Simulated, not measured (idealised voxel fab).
process module | voxel fin reveal
The cross-section shown here is cut; it is 200 nm wide and divided into square cells measuring 5 nm on a side.
We lay out every cross-section as a grid of square cells and spell it out in bands from the top down, where one band means one or more rows of cells.
Within each band entry, the heights of the top and of the bottom of the band appear first, in that order and in nm; the materials of the band then follow from left to right, each with its corresponding width in nm. The designation "edge to edge" on a single material indicates that it fills the band from edge to edge; the designation "empty" indicates empty space.
Counting heights begins at 0, where everything beneath is, in the wafer as received, one material. The lowest band has no bottom; it goes on downwards, as "top 0, no bottom" shows.
Read "30->40" as a graded width: first number on top, second number at the bottom, same change between each pair of neighbouring rows.
No cell of the cross-section changed in a step that is given as "same as before".
For the entry "Closed cavity list", the listed items are empty spaces with no open way to the top whose size is 8 cells or more; each item follows the pattern width x height at distance, where distance is from the left edge and all three are in nm.
It should be noted that, on the line of a given step, the content following the step's settings is a remark produced by the simulator itself with respect to that step.
You can add "overlay nm" to a step's line. For a step with a mask, it describes how far the mask lay to the right of its planned position, and a negative number describes a lay to the left.
**Planned step list for the process**
1 RECEIVE: material Si
2 CONFORMAL_DEP: material SiN, thk nm 5
3 DIRECTIONAL_DEP: material aC, thk nm 15
4 PATTERN: tone cover, mask id FINS, material resist, width nm 15, pitch nm 35, thk nm 35, overlay nm 0
5 DIRECTIONAL_ETCH: etch materials aC, depth nm 15
6 STRIP: etch materials resist
7 DIRECTIONAL_ETCH: etch materials SiN, depth nm 5
8 DIRECTIONAL_ETCH: etch materials Si, depth nm 35
9 STRIP: etch materials aC
10 OXIDIZE: depth nm 5
11 FILL_DEP: material SiO2, thk nm 15
12 CMP: height nm 5
13 SELECTIVE_ETCH: etch materials SiO2, depth nm 20
14 STRIP: etch materials SiN
15 CONFORMAL_DEP: material SiO2, thk nm 5
**As received (post step 1): cross-section**
top 0, no bottom = Si edge to edge
Closed cavity list: none
**Wafer cross-section at end of module: start and plan as shown above, one execution error**
top 5, bottom 0 = empty (75) | SiO2 (15) | empty (20) | SiO2 (15) | empty (75)
top 0, bottom -10 = empty (75) | SiO2 (5) | Si (5) | SiO2 (5) | empty (20) | SiO2 (5) | Si (5) | SiO2 (5) | empty (75)
top -10, bottom -15 = SiO2 (60) | empty (15) | SiO2 (5) | Si (5) | SiO2 (5) | empty (20) | SiO2 (5) | Si (5) | SiO2 (5) | empty (15) | SiO2 (60)
top -15, bottom -40 = SiO2 (80) | Si (5) | SiO2 (30) | Si (5) | SiO2 (80)
top -40, no bottom = Si edge to edge
Closed cavity list: none
Here's what went sideways: note: step 13 <-> step 14, run order reversed vs plan
